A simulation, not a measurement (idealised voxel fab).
voxel self aligned contacts: a process module
The cross-section on display is named cut; it measures 155 nm wide, and its cells are 5 nm squares.
Cross-section, as written here: a square-cell grid given band by band from the top down, where a band holds one or more rows of cells. Per band: top height and bottom height in nm, followed by the left-to-right materials and their widths in nm; "throughout" marks a single material spanning edge to edge, "blank" marks empty space. Ref level 0: as-received wafer is one material below here. Bottom band extends down with no lower bound ("z 0 and below"). It should be noted that a width expressed as "30 to 40" varies in equal increments from row to row of cells within the band, taking the value of the first number at the top row and that of the second number at the bottom row. You'll sometimes find "remained the same" written for a step, and that's the way of saying that nowhere in the cross-section did a cell change during that step. Heads up: "Entrapped voids" only lists the empty pockets with no open path to the top that are 8 cells or more, and it writes them as width x height at distance, distance from the left edge, in nm. Read whatever lies past the settings on a step's line as the simulator's own remark about the step. The line of a step may include "overlay nm". On a step with a mask, this value is how far to the right of its planned place the mask lay. A negative value means the mask lay to the left.

# Planned process steps
1. RECEIVE,material Si
2. OXIDIZE,depth nm 5
3. DIRECTIONAL_DEP,material polySi,thk nm 20
4. DIRECTIONAL_DEP,material SiN,thk nm 25
5. MASKED_ETCH,tone cover,mask id GATE,width nm 35,pitch nm 75,etch materials SiN,depth nm 25,overlay nm 0
6. MASKED_ETCH,tone cover,mask id GATE,width nm 35,pitch nm 75,etch materials polySi,depth nm 20,overlay nm 0
7. CONFORMAL_DEP,material SiN,thk nm 10
8. DIRECTIONAL_ETCH,etch materials SiN,depth nm 10
9. FILL_DEP,material SiO2,thk nm 15
10. CMP,height nm 50
11. DIRECTIONAL_DEP,material aC,thk nm 10
12. PATTERN,tone open,mask id CONTACT,material resist,width nm 60,thk nm 25,overlay nm 0
13. DIRECTIONAL_ETCH,etch materials aC,depth nm 10
14. STRIP,etch materials resist
15. DIRECTIONAL_ETCH,etch materials SiO2,depth nm 55
16. STRIP,etch materials aC
17. CONFORMAL_DEP,material TiN,thk nm 5
18. FILL_DEP,material W,thk nm 5
19. CMP,height nm 50
20. CONFORMAL_DEP,material SiCN,thk nm 5

# Wafer, first of two, run as planned

# Cross-section of the wafer at receipt, which is the condition after step 1
    z 0 and below | Si throughout
    Entrapped voids: none

# After step 2: wafer cross-section
    z 0 to -5 | SiO2 throughout
    All layers under -5 are left as they were.

# After step 3: wafer cross-section
    z 20 to 0 | polySi throughout
    All layers under 0 are left as they were.

# After step 4: wafer cross-section
    z 45 to 20 | SiN throughout
    All layers under 20 are left as they were.

# After step 5: wafer cross-section
    z 45 to 20 | 20 blank, 35 SiN, 40 blank, 35 SiN, 25 blank
    All layers under 20 are left as they were.

# After step 6: wafer cross-section
    z 45 to 20 | 20 blank, 35 SiN, 40 blank, 35 SiN, 25 blank
    z 20 to 0 | 20 blank, 35 polySi, 40 blank, 35 polySi, 25 blank
    All layers under 0 are left as they were.

# After step 7: wafer cross-section
    z 55 to 20 | 10 blank, 55 SiN, 20 blank, 55 SiN, 15 blank
    z 20 to 10 | 10 blank, 10 SiN, 35 polySi, 10 SiN, 20 blank, 10 SiN, 35 polySi, 10 SiN, 15 blank
    z 10 to 0 | 20 SiN, 35 polySi, 40 SiN, 35 polySi, 25 SiN
    All layers under 0 are left as they were.

# After step 8: wafer cross-section
    z 45 to 20 | 10 blank, 55 SiN, 20 blank, 55 SiN, 15 blank
    z 20 to 0 | 10 blank, 10 SiN, 35 polySi, 10 SiN, 20 blank, 10 SiN, 35 polySi, 10 SiN, 15 blank
    All layers under 0 are left as they were.

# After step 9: wafer cross-section
    z 60 to 45 | SiO2 throughout
    z 45 to 20 | 10 SiO2, 55 SiN, 20 SiO2, 55 SiN, 15 SiO2
    z 20 to 0 | 10 SiO2, 10 SiN, 35 polySi, 10 SiN, 20 SiO2, 10 SiN, 35 polySi, 10 SiN, 15 SiO2
    All layers under 0 are left as they were.

# After step 10: wafer cross-section
    z 50 to 45 | SiO2 throughout
    All layers under 45 are left as they were.

# After step 11: wafer cross-section
    z 60 to 50 | aC throughout
    All layers under 50 are left as they were.

# After step 12: wafer cross-section
    z 85 to 60 | 45 resist, 60 blank, 50 resist
    All layers under 60 are left as they were.

# After step 13: wafer cross-section
    z 75 to 60 | 45 resist, 60 blank, 50 resist
    z 60 to 50 | 45 aC, 60 blank, 50 aC
    All layers under 50 are left as they were.

# After step 14: wafer cross-section
    z 60 to 50 | 45 aC, 60 blank, 50 aC
    All layers under 50 are left as they were.

# After step 15: wafer cross-section
    z 60 to 50 | 45 aC, 60 blank, 50 aC
    z 50 to 45 | 45 SiO2, 60 blank, 50 SiO2
    z 45 to 20 | 10 SiO2, 55 SiN, 20 blank, 55 SiN, 15 SiO2
    z 20 to 0 | 10 SiO2, 10 SiN, 35 polySi, 10 SiN, 20 blank, 10 SiN, 35 polySi, 10 SiN, 15 SiO2
    z 0 to -5 | 65 SiO2, 20 blank, 70 SiO2
    All layers under -5 are left as they were.

# After step 16: wafer cross-section
    z 50 to 45 | 45 SiO2, 60 blank, 50 SiO2
    All layers under 45 are left as they were.

# After step 17: wafer cross-section
    z 55 to 50 | 50 TiN, 50 blank, 55 TiN
    z 50 to 45 | 45 SiO2, 25 TiN, 10 blank, 25 TiN, 50 SiO2
    z 45 to 20 | 10 SiO2, 55 SiN, 5 TiN, 10 blank, 5 TiN, 55 SiN, 15 SiO2
    z 20 to 0 | 10 SiO2, 10 SiN, 35 polySi, 10 SiN, 5 TiN, 10 blank, 5 TiN, 10 SiN, 35 polySi, 10 SiN, 15 SiO2
    z 0 to -5 | 65 SiO2, 20 TiN, 70 SiO2
    All layers under -5 are left as they were.

# After step 18: wafer cross-section
    z 60 to 55 | W throughout
    z 55 to 50 | 50 TiN, 50 W, 55 TiN
    z 50 to 45 | 45 SiO2, 25 TiN, 10 W, 25 TiN, 50 SiO2
    z 45 to 20 | 10 SiO2, 55 SiN, 5 TiN, 10 W, 5 TiN, 55 SiN, 15 SiO2
    z 20 to 0 | 10 SiO2, 10 SiN, 35 polySi, 10 SiN, 5 TiN, 10 W, 5 TiN, 10 SiN, 35 polySi, 10 SiN, 15 SiO2
    All layers under 0 are left as they were.

# After step 19: wafer cross-section
    z 50 to 45 | 45 SiO2, 25 TiN, 10 W, 25 TiN, 50 SiO2
    All layers under 45 are left as they were.

# After step 20: wafer cross-section
    z 55 to 50 | SiCN throughout
    All layers under 50 are left as they were.

# Now the other wafer: same start, same recipe, but we messed up one thing when running it. Up to and including step 19 it's the same as the first one

# Cross-section: second wafer, time at which step 20 was scheduled to end
    z 65 to 50 | SiCN throughout
    All layers under 50 are left as they were.
Deviation noted in wafer processing: rather than as planned, step 20 actually ran as CONFORMAL_DEP,material SiCN,thk nm 15
Final cells, second wafer relative to first, materials higher or lower: SiCN +62
